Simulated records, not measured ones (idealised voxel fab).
process module | voxel gate over fins
cross-section cut | 170 nm wide | cells 5 nm
A cross-section is a grid of square cells, given in bands from the top down. A band is one or more rows of cells.
Each band's line starts with the height of the band's top and of its bottom, in nm. Then come its materials from left to right, each with its width in nm. One material with "throughout" fills the band from edge to edge. "air" is empty space.
Height 0 is the level under which the wafer as received is all one material. The lowest band goes on downwards, as in "0 down".
A width such as "30 to 40" changes by the same amount from each row of cells to the next, from the band's top row to its bottom row.
"no change" after a step means that no cell of the cross-section changed.
closed voids: empty space of 8 cells or more with no open way to the top, each as width x height at its distance from the left edge, in nm
after a step's settings: what the simulator itself notes on the step
overlay nm, on a step with a mask: how far to the right of its planned place the mask lay; to the left if negative
plan
1 op RECEIVE | material Si
2 op CONFORMAL_DEP | material SiN | thk nm 10
3 op DIRECTIONAL_DEP | material aC | thk nm 15
4 op PATTERN | tone cover | mask id FINS | material resist | width nm 15 | pitch nm 35 | thk nm 30 | overlay nm 0
5 op DIRECTIONAL_ETCH | etch materials aC | depth nm 15
6 op STRIP | etch materials resist
7 op DIRECTIONAL_ETCH | etch materials SiN | depth nm 10
8 op DIRECTIONAL_ETCH | etch materials Si | depth nm 40
9 op STRIP | etch materials aC
10 op OXIDIZE | depth nm 5
11 op FILL_DEP | material SiO2 | thk nm 15
12 op CMP | height nm 10
13 op SELECTIVE_ETCH | etch materials SiO2 | depth nm 25
14 op STRIP | etch materials SiN
15 op CONFORMAL_DEP | material HfO2 | thk nm 5
16 op CONFORMAL_DEP | material TiN | thk nm 5
17 op CONFORMAL_DEP | material TiAl | thk nm 5
18 op CONFORMAL_DEP | material TiN | thk nm 5
19 op FILL_DEP | material W | thk nm 15
20 op CMP | height nm 30
21 op CONFORMAL_DEP | material SiCN | thk nm 5
as received, after step 1
  0 down: Si throughout
  closed voids: none
a wafer at the end: this start, this plan, one mistake
  35 to 30: SiCN throughout
  30 to 20: W throughout
  20 to 15: W 10 | TiN 150 | W 10
  15 to 10: W 10 | TiN 5 | TiAl 140 | TiN 5 | W 10
  10 to 5: W 10 | TiN 5 | TiAl 5 | HfO2 25 | TiAl 10 | HfO2 25 | TiAl 10 | HfO2 25 | TiAl 10 | HfO2 25 | TiAl 5 | TiN 5 | W 10
  5 to 0: TiN 15 | TiAl 5 | HfO2 5 | TiN 15 | HfO2 5 | TiAl 10 | HfO2 5 | TiN 15 | HfO2 5 | TiAl 10 | HfO2 5 | TiN 15 | HfO2 5 | TiAl 10 | HfO2 5 | TiN 15 | HfO2 5 | TiAl 5 | TiN 15
  0 to -5: TiAl 20 | HfO2 5 | TiN 5 | Si 5 | TiN 5 | HfO2 5 | TiAl 10 | HfO2 5 | TiN 5 | Si 5 | TiN 5 | HfO2 5 | TiAl 10 | HfO2 5 | TiN 5 | Si 5 | TiN 5 | HfO2 5 | TiAl 10 | HfO2 5 | TiN 5 | Si 5 | TiN 5 | HfO2 5 | TiAl 20
  -5 to -10: HfO2 25 | TiN 5 | Si 5 | TiN 5 | HfO2 20 | TiN 5 | Si 5 | TiN 5 | HfO2 20 | TiN 5 | Si 5 | TiN 5 | HfO2 20 | TiN 5 | Si 5 | TiN 5 | HfO2 25
  -10 to -15: TiN 30 | Si 5 | TiN 30 | Si 5 | TiN 30 | Si 5 | TiN 30 | Si 5 | TiN 30
  -15 to -45: SiO2 30 | Si 5 | SiO2 30 | Si 5 | SiO2 30 | Si 5 | SiO2 30 | Si 5 | SiO2 30
  -45 down: Si throughout
  closed voids: none
what went wrong: steps 15 and 16 were swapped
